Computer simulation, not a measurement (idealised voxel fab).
Herein follows the process module entitled voxel self aligned contacts.
This is section cut - it's 295 nm across, gridded in 5 nm square cells.
Heads up, the way a cross-section reads in here is a grid of square cells, handed over as bands from the top down, with every band being one or more rows of cells.
What a band's entry tells you: where the top is and where the bottom is, as heights in nm, and after that what lies inside, material by material from left to right, each with its width in nm. Empty space is written as the word "air", and a single material marked with the word "edge to edge" occupies the band from edge to edge.
Heights are reckoned from 0. Under this level, the received wafer is all of one material. The bottommost band is open-ended downward, for example "0..down".
The two numbers in a width such as "30->40" mark its ends across the band: the first belongs to the top row of cells, the second to the bottom row, and from each row to the next the width moves by the same amount.
Step marked "changes: none"? Then no cell in the cross-section changed in it.
The label "Enclosed void inventory" introduces a list of the empty spaces, 8 cells or larger, that have no open way up to the top; each entry in it reads width x height at distance, where the distance is taken from the left edge and all three are stated in nm.
Past the settings on a step's line: simulator remark, on that step.
On any step carrying a mask, the "overlay nm" setting, if present on the step's line, tells how far right of its planned place the mask lay; negative values point to the left.

THE PROCESS STEPS THAT WERE PLANNED ARE LISTED BELOW
1 RECEIVE (material Si)
2 CONFORMAL_DEP (material SiO2; thk nm 5)
3 DIRECTIONAL_DEP (material polySi; thk nm 20)
4 DIRECTIONAL_DEP (material SiN; thk nm 25)
5 DIRECTIONAL_DEP (material aC; thk nm 15)
6 PATTERN (tone cover; mask id GATE; material resist; width nm 25; pitch nm 65; thk nm 30; overlay nm 0)
7 DIRECTIONAL_ETCH (etch materials aC; depth nm 15)
8 STRIP (etch materials resist)
9 DIRECTIONAL_ETCH (etch materials SiN; depth nm 25)
10 DIRECTIONAL_ETCH (etch materials polySi; depth nm 20)
11 STRIP (etch materials aC)
12 CONFORMAL_DEP (material SiN; thk nm 10)
13 DIRECTIONAL_ETCH (etch materials SiN; depth nm 10)
14 FILL_DEP (material SiO2; thk nm 15)
15 CMP (height nm 60)
16 DIRECTIONAL_DEP (material aC; thk nm 10)
17 PATTERN (tone open; mask id CONTACT; material resist; width nm 50; pitch nm 65; thk nm 25; overlay nm 0)
18 DIRECTIONAL_ETCH (etch materials aC; depth nm 10)
19 STRIP (etch materials resist)
20 DIRECTIONAL_ETCH (etch materials SiO2; depth nm 60)
21 STRIP (etch materials aC)
22 CONFORMAL_DEP (material TiN; thk nm 5)
23 FILL_DEP (material Ru; thk nm 10)
24 CMP (height nm 60)
25 CONFORMAL_DEP (material SiN; thk nm 5)

DELIVERED WAFER IN CROSS-SECTION: STATE AFTER STEP 1
    0..down = Si edge to edge
    Enclosed void inventory: none

THIS IS HOW THE WAFER LOOKS IN CROSS-SECTION ONCE THE MODULE IS DONE, GIVEN THE STARTING STATE AND PLAN ABOVE AND ONE MISTAKE IN CARRYING THE PLAN OUT
    60..55 = SiN edge to edge
    55..50 = SiO2 (90); TiN (20); Ru (10); TiN (20); SiO2 (15); TiN (20); Ru (10); TiN (20); SiO2 (90)
    50..25 = SiO2 (60); SiN (45); TiN (5); Ru (10); TiN (5); SiN (45); TiN (5); Ru (10); TiN (5); SiN (45); SiO2 (60)
    25..5 = SiO2 (60); SiN (10); polySi (25); SiN (10); TiN (5); Ru (10); TiN (5); SiN (10); polySi (25); SiN (10); TiN (5); Ru (10); TiN (5); SiN (10); polySi (25); SiN (10); SiO2 (60)
    5..0 = SiO2 (105); TiN (20); SiO2 (45); TiN (20); SiO2 (105)
    0..down = Si edge to edge
    Enclosed void inventory: none
What was done differently from what was planned? heads up, step 24 didn't go per plan, it actually ran as CMP (height nm 55)
